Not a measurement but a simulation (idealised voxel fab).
process module | voxel released beams
cross-section cut | 230 nm wide | cells 5 nm
A cross-section is a grid of square cells, given in bands from the top down. A band is one or more rows of cells.
Each band's line starts with the height of the band's top and of its bottom, in nm. Then come its materials from left to right, each with its width in nm. One material with "throughout" fills the band from edge to edge. "air" is empty space.
Height 0 is the level under which the wafer as received is all one material. The lowest band goes on downwards, as in "0 down".
A width such as "30 to 40" changes by the same amount from each row of cells to the next, from the band's top row to its bottom row.
"no change" after a step means that no cell of the cross-section changed.
closed voids: empty space of 8 cells or more with no open way to the top, each as width x height at its distance from the left edge, in nm
after a step's settings: what the simulator itself notes on the step
overlay nm, on a step with a mask: how far to the right of its planned place the mask lay; to the left if negative
plan
1 op RECEIVE | material Si
2 op CONFORMAL_DEP | material SiN | thk nm 10
3 op DIRECTIONAL_DEP | material SiO2 | thk nm 10
4 op PATTERN | tone open | mask id ANCHOR | material resist | width nm 40 | thk nm 15 | overlay nm 0
5 op DIRECTIONAL_ETCH | etch materials SiO2 | depth nm 10
6 op STRIP | etch materials resist
7 op CONFORMAL_DEP | material polySi | thk nm 15
8 op MASKED_ETCH | tone cover | mask id BEAM | width nm 100 | etch materials polySi | depth nm 15 | overlay nm 0
9 op STRIP | etch materials SiO2
as received, after step 1
  0 down: Si throughout
  closed voids: none
first wafer at the end, as planned
  35 to 25: air 60 | polySi 20 | air 10 | polySi 70 | air 70
  25 to 20: air 60 | polySi 100 | air 70
  20 to 10: air 65 | polySi 40 | air 125
  10 to 0: SiN throughout
  0 down: Si throughout
  closed voids: none
second wafer at the end: like start, like plan, one mistake
  35 to 25: SiN 80 | air 10 | SiN 140
  25 to 20: SiN throughout
  20 to 10: SiO2 65 | SiN 40 | SiO2 125
  10 to 0: SiN throughout
  0 down: Si throughout
  closed voids: none
what went wrong: step 7 ran as: op CONFORMAL_DEP | material SiN | thk nm 15
at the end the second wafer has, in cells: 150 more of SiN | 76 more of SiO2 | 72 fewer of polySi
